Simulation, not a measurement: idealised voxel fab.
process module | voxel spacer lines
cross-section cut | 300 nm wide | cells 5 nm
A cross-section is a grid of square cells, given in bands from the top down. A band is one or more rows of cells.
Each band's line starts with the height of the band's top and of its bottom, in nm. Then come its materials from left to right, each with its width in nm. One material with "throughout" fills the band from edge to edge. "air" is empty space.
Height 0 is the level under which the wafer as received is all one material. The lowest band goes on downwards, as in "0 down".
A width such as "30 to 40" changes by the same amount from each row of cells to the next, from the band's top row to its bottom row.
"no change" after a step means that no cell of the cross-section changed.
closed voids: empty space of 8 cells or more with no open way to the top, each as width x height at its distance from the left edge, in nm
after a step's settings: what the simulator itself notes on the step
overlay nm, on a step with a mask: how far to the right of its planned place the mask lay; to the left if negative
plan
1 op RECEIVE | material Si
2 op CONFORMAL_DEP | material Al2O3 | thk nm 5
3 op DIRECTIONAL_DEP | material polySi | thk nm 20
4 op DIRECTIONAL_DEP | material aC | thk nm 20
5 op PATTERN | tone cover | mask id MANDREL | material resist | width nm 25 | pitch nm 80 | thk nm 25 | overlay nm 0
6 op DIRECTIONAL_ETCH | etch materials aC | depth nm 20
7 op STRIP | etch materials resist
8 op CONFORMAL_DEP | material SiN | thk nm 15
9 op DIRECTIONAL_ETCH | etch materials SiN | depth nm 15
10 op STRIP | etch materials aC
11 op DIRECTIONAL_ETCH | etch materials polySi | depth nm 20
12 op STRIP | etch materials SiN
13 op FILL_DEP | material SiO2 | thk nm 5
14 op CMP | height nm 25
as received, after step 1
  0 down: Si throughout
  closed voids: none
first wafer at the end, as planned
  25 to 5: SiO2 80 | polySi 15 | SiO2 25 | polySi 15 | SiO2 25 | polySi 15 | SiO2 25 | polySi 15 | SiO2 85
  5 to 0: Al2O3 throughout
  0 down: Si throughout
  closed voids: none
second wafer at the end: like start, like plan, one mistake
  25 to 5: SiN 80 | polySi 15 | SiN 25 | polySi 15 | SiN 25 | polySi 15 | SiN 25 | polySi 15 | SiN 85
  5 to 0: Al2O3 throughout
  0 down: Si throughout
  closed voids: none
what went wrong: step 13 ran as: op FILL_DEP | material SiN | thk nm 5
at the end the second wafer has, in cells: 192 more of SiN | 192 fewer of SiO2
